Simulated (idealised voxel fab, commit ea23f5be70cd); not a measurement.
process module | voxel self aligned contacts
cross-section cut | 285 nm wide | cells 5 nm
A cross-section is a grid of square cells, given in bands from the top down. A band is one or more rows of cells.
Each band's line starts with the height of the band's top and of its bottom, in nm. Then come its materials from left to right, each with its width in nm. One material with "throughout" fills the band from edge to edge. "air" is empty space.
Height 0 is the level under which the wafer as received is all one material. The lowest band goes on downwards, as in "0 down".
A width such as "30 to 40" changes by the same amount from each row of cells to the next, from the band's top row to its bottom row.
"no change" after a step means that no cell of the cross-section changed.
closed voids: empty space of 8 cells or more with no open way to the top, each as width x height at its distance from the left edge, in nm
after a step's settings: what the simulator itself notes on the step
overlay nm, on a step with a mask: how far to the right of its planned place the mask lay; to the left if negative
plan
1 op RECEIVE | material Si
2 op OXIDIZE | depth nm 5
3 op DIRECTIONAL_DEP | material polySi | thk nm 20
4 op DIRECTIONAL_DEP | material SiN | thk nm 20
5 op MASKED_ETCH | tone cover | mask id GATE | width nm 35 | pitch nm 80 | etch materials SiN | depth nm 20 | overlay nm 0
6 op MASKED_ETCH | tone cover | mask id GATE | width nm 35 | pitch nm 80 | etch materials polySi | depth nm 20 | overlay nm 0
7 op CONFORMAL_DEP | material SiN | thk nm 10
8 op DIRECTIONAL_ETCH | etch materials SiN | depth nm 10
9 op FILL_DEP | material SiO2 | thk nm 15
10 op CMP | height nm 45
11 op PATTERN | tone open | mask id CONTACT | material resist | width nm 65 | thk nm 20 | overlay nm 0
12 op DIRECTIONAL_ETCH | etch materials SiO2 | depth nm 50
13 op STRIP | etch materials resist
14 op CONFORMAL_DEP | material TiN | thk nm 5
15 op FILL_DEP | material Ru | thk nm 10
16 op CMP | height nm 45
17 op CONFORMAL_DEP | material SiCN | thk nm 5
as received, after step 1
  0 down: Si throughout
  closed voids: none
a wafer at the end: this start, this plan, one mistake
  50 to 45: SiN throughout
  45 to 40: SiO2 110 | TiN 25 | Ru 15 | TiN 25 | SiO2 110
  40 to 20: SiO2 75 | SiN 55 | TiN 5 | Ru 15 | TiN 5 | SiN 55 | SiO2 75
  20 to 0: SiO2 75 | SiN 10 | polySi 35 | SiN 10 | TiN 5 | Ru 15 | TiN 5 | SiN 10 | polySi 35 | SiN 10 | SiO2 75
  0 to -5: SiO2 130 | TiN 25 | SiO2 130
  -5 down: Si throughout
  closed voids: none
what went wrong: step 17 ran as: op CONFORMAL_DEP | material SiN | thk nm 5
